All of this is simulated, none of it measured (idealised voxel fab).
process module | voxel self aligned vias
cross-section cut | 250 nm wide | cells 5 nm
A cross-section is a grid of square cells, given in bands from the top down. A band is one or more rows of cells.
Each band's line starts with the height of the band's top and of its bottom, in nm. Then come its materials from left to right, each with its width in nm. One material with "throughout" fills the band from edge to edge. "air" is empty space.
Height 0 is the level under which the wafer as received is all one material. The lowest band goes on downwards, as in "0 down".
A width such as "30 to 40" changes by the same amount from each row of cells to the next, from the band's top row to its bottom row.
"no change" after a step means that no cell of the cross-section changed.
closed voids: empty space of 8 cells or more with no open way to the top, each as width x height at its distance from the left edge, in nm
after a step's settings: what the simulator itself notes on the step
overlay nm, on a step with a mask: how far to the right of its planned place the mask lay; to the left if negative
plan
1 op RECEIVE | material Si
2 op CONFORMAL_DEP | material SiO2 | thk nm 15
3 op CONFORMAL_DEP | material SiCN | thk nm 5
4 op DIRECTIONAL_DEP | material SiO2 | thk nm 25
5 op MASKED_ETCH | tone open | mask id LINES | width nm 25 | pitch nm 65 | etch materials SiO2 | depth nm 25 | overlay nm 0
6 op CONFORMAL_DEP | material TiN | thk nm 5
7 op FILL_DEP | material W | thk nm 5
8 op CMP | height nm 45
9 op SELECTIVE_ETCH | etch materials W Ru TiN | depth nm 10
10 op FILL_DEP | material SiN | thk nm 10
11 op CMP | height nm 45
12 op DIRECTIONAL_DEP | material SiO2 | thk nm 20
13 op MASKED_ETCH | tone open | mask id VIAS | width nm 35 | pitch nm 65 | etch materials SiO2 | depth nm 20 | overlay nm 0
14 op MASKED_ETCH | tone open | mask id VIAS | width nm 35 | pitch nm 65 | etch materials SiN | depth nm 10 | overlay nm -15
15 op CONFORMAL_DEP | material TiN | thk nm 5
16 op FILL_DEP | material W | thk nm 10
17 op CMP | height nm 65
18 op CONFORMAL_DEP | material SiN | thk nm 5
varied across the wafers: overlay nm of step 14. The plan shows the first wafer's value. All wafers start alike
first wafer as received, after step 1
  0 down: Si throughout
  closed voids: none
each wafer at the end: cells of each material gained (+) or lost (-) since it was received, then its closed voids
overlay nm -15 | +50 SiCN | +58 SiN | +494 SiO2 | +52 TiN | +46 W | closed voids: none
overlay nm -10 | +50 SiCN | +54 SiN | +494 SiO2 | +52 TiN | +50 W | closed voids: none
overlay nm -5 | +50 SiCN | +50 SiN | +494 SiO2 | +52 TiN | +54 W | closed voids: none
overlay nm 0 | +50 SiCN | +50 SiN | +494 SiO2 | +52 TiN | +54 W | closed voids: none
overlay nm 5 | +50 SiCN | +50 SiN | +494 SiO2 | +52 TiN | +54 W | closed voids: none
overlay nm 10 | +50 SiCN | +54 SiN | +494 SiO2 | +52 TiN | +50 W | closed voids: none
overlay nm 15 | +50 SiCN | +58 SiN | +494 SiO2 | +52 TiN | +46 W | closed voids: none
